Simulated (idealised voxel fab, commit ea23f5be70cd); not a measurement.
process module | voxel gate over fins
Cross-section cut spans 220 nm and uses square cells 5 nm in size.
Square cells in a grid make up a cross-section in this document, and the grid is given as bands, listed from the top down, each one or more rows of cells. In this notation a band is specified by the heights of its top and bottom, in that order and in nm, after which its materials appear from left to right, each paired with its width in nm. The word "throughout" attached to a single material means that material fills the band from edge to edge; the word "air" stands for empty space. All heights in this document are referenced to 0, defined as the level beneath which the wafer, as received, consists entirely of one material. The lowest band is not bounded below; it extends indefinitely downward and is written in the form "top 0, no bottom". The notation "30..40" denotes a width that varies across the rows of cells in the band, beginning at the first number in the top row, finishing at the second number in the bottom row, and changing by an identical amount from each row to the next. Step note "nothing altered" = no cross-section cell changed. The list in "Closed cavities" covers empty spaces of 8 cells or more that cannot reach the top through any open way, and it gives each as width x height at distance; the distance is from the left edge, and width, height and distance are in nm. On each step's line, the part that comes after the settings is the simulator's own comment on the step. The "overlay nm" setting may appear on a step's line; for a step that uses a mask, it gives how far to the right of its planned position the mask lay, and a negative value indicates the left.
### Process steps - plan
step 1: RECEIVE, material Si
step 2: CONFORMAL_DEP, material SiN, thk nm 5
step 3: MASKED_ETCH, tone cover, mask id FINS, width nm 15, pitch nm 50, etch materials SiN, depth nm 5, overlay nm 0
step 4: MASKED_ETCH, tone cover, mask id FINS, width nm 15, pitch nm 50, etch materials Si, depth nm 40, overlay nm 0
step 5: FILL_DEP, material SiO2, thk nm 5
step 6: CMP, height nm 5
step 7: PATTERN, tone open, mask id RAIL, material resist, width nm 15, thk nm 15, overlay nm 0
step 8: DIRECTIONAL_ETCH, etch materials SiO2, depth nm 40
step 9: STRIP, etch materials resist
step 10: CONFORMAL_DEP, material TiN, thk nm 5
step 11: FILL_DEP, material Ru, thk nm 10
step 12: CMP, height nm 5
step 13: SELECTIVE_ETCH, etch materials W Ru TiN, depth nm 30
step 14: FILL_DEP, material SiO2, thk nm 5
step 15: CMP, height nm 5
step 16: SELECTIVE_ETCH, etch materials SiO2, depth nm 20
step 17: STRIP, etch materials SiN
step 18: CONFORMAL_DEP, material HfO2, thk nm 5
step 19: CONFORMAL_DEP, material TiN, thk nm 5
step 20: CONFORMAL_DEP, material TiAl, thk nm 5
step 21: CONFORMAL_DEP, material TiN, thk nm 5
step 22: FILL_DEP, material W, thk nm 15
step 23: CMP, height nm 30
step 24: CONFORMAL_DEP, material SiN, thk nm 5
### Cross-section of the incoming wafer, state after step 1
	top 0, no bottom = Si throughout
	Closed cavities: none
### Run as planned - first of the two wafers cross-sectioned at the end of the module
	top 35, bottom 30 = SiN throughout
	top 30, bottom 20 = W throughout
	top 20, bottom 15 = W: 30, TiN: 155, W: 35
	top 15, bottom 10 = W: 30, TiN: 5, TiAl: 45, TiN: 5, TiAl: 45, TiN: 5, TiAl: 45, TiN: 5, W: 35
	top 10, bottom 5 = W: 30, TiN: 5, TiAl: 5, TiN: 35, TiAl: 5, TiN: 5, TiAl: 5, TiN: 35, TiAl: 5, TiN: 5, TiAl: 5, TiN: 35, TiAl: 5, TiN: 5, W: 35
	top 5, bottom 0 = TiN: 35, TiAl: 5, TiN: 5, HfO2: 25, TiN: 5, TiAl: 5, TiN: 5, TiAl: 5, TiN: 5, HfO2: 25, TiN: 5, TiAl: 5, TiN: 5, TiAl: 5, TiN: 5, HfO2: 25, TiN: 5, TiAl: 5, TiN: 40
	top 0, bottom -5 = TiAl: 40, TiN: 5, HfO2: 5, Si: 15, HfO2: 5, TiN: 5, TiAl: 15, TiN: 5, HfO2: 5, Si: 15, HfO2: 5, TiN: 5, TiAl: 15, TiN: 5, HfO2: 5, Si: 15, HfO2: 5, TiN: 5, TiAl: 45
	top -5, bottom -10 = TiN: 45, HfO2: 5, Si: 15, HfO2: 5, TiN: 25, HfO2: 5, Si: 15, HfO2: 5, TiN: 25, HfO2: 5, Si: 15, HfO2: 5, TiN: 50
	top -10, bottom -15 = HfO2: 50, Si: 15, HfO2: 35, Si: 15, HfO2: 35, Si: 15, HfO2: 55
	top -15, bottom -25 = SiO2: 50, Si: 15, SiO2: 35, Si: 15, SiO2: 35, Si: 15, SiO2: 55
	top -25, bottom -30 = SiO2: 50, Si: 15, SiO2: 10, TiN: 5, Ru: 5, TiN: 5, SiO2: 10, Si: 15, SiO2: 35, Si: 15, SiO2: 55
	top -30, bottom -35 = SiO2: 50, Si: 15, SiO2: 10, TiN: 15, SiO2: 10, Si: 15, SiO2: 35, Si: 15, SiO2: 55
	top -35, bottom -40 = SiO2: 50, Si: 15, SiO2: 35, Si: 15, SiO2: 35, Si: 15, SiO2: 55
	top -40, no bottom = Si throughout
	Closed cavities: none
### Cross-sectional view: second of two wafers, end of module; start and plan identical to the first, one mistake in running
	top 35, bottom 30 = SiN throughout
	top 30, bottom 25 = W throughout
	top 25, bottom 20 = TiN throughout
	top 20, bottom 15 = TiAl throughout
	top 15, bottom 10 = TiN throughout
	top 10, bottom 5 = HfO2: 55, TiN: 5, HfO2: 45, TiN: 5, HfO2: 45, TiN: 5, HfO2: 60
	top 5, bottom 0 = TiAl: 50, HfO2: 15, TiAl: 35, HfO2: 15, TiAl: 35, HfO2: 15, TiAl: 55
	top 0, bottom -40 = TiAl: 50, Si: 15, TiAl: 35, Si: 15, TiAl: 35, Si: 15, TiAl: 55
	top -40, no bottom = Si throughout
	Closed cavities: none
Diagnosis: step 5 went in with a setting other than planned; the actual run was FILL_DEP, material TiAl, thk nm 5
Cell-count delta at end, second wafer over first, by material: HfO2 -12 | Ru -1 | SiO2 -169 | TiAl +297 | TiN -32 | W -83
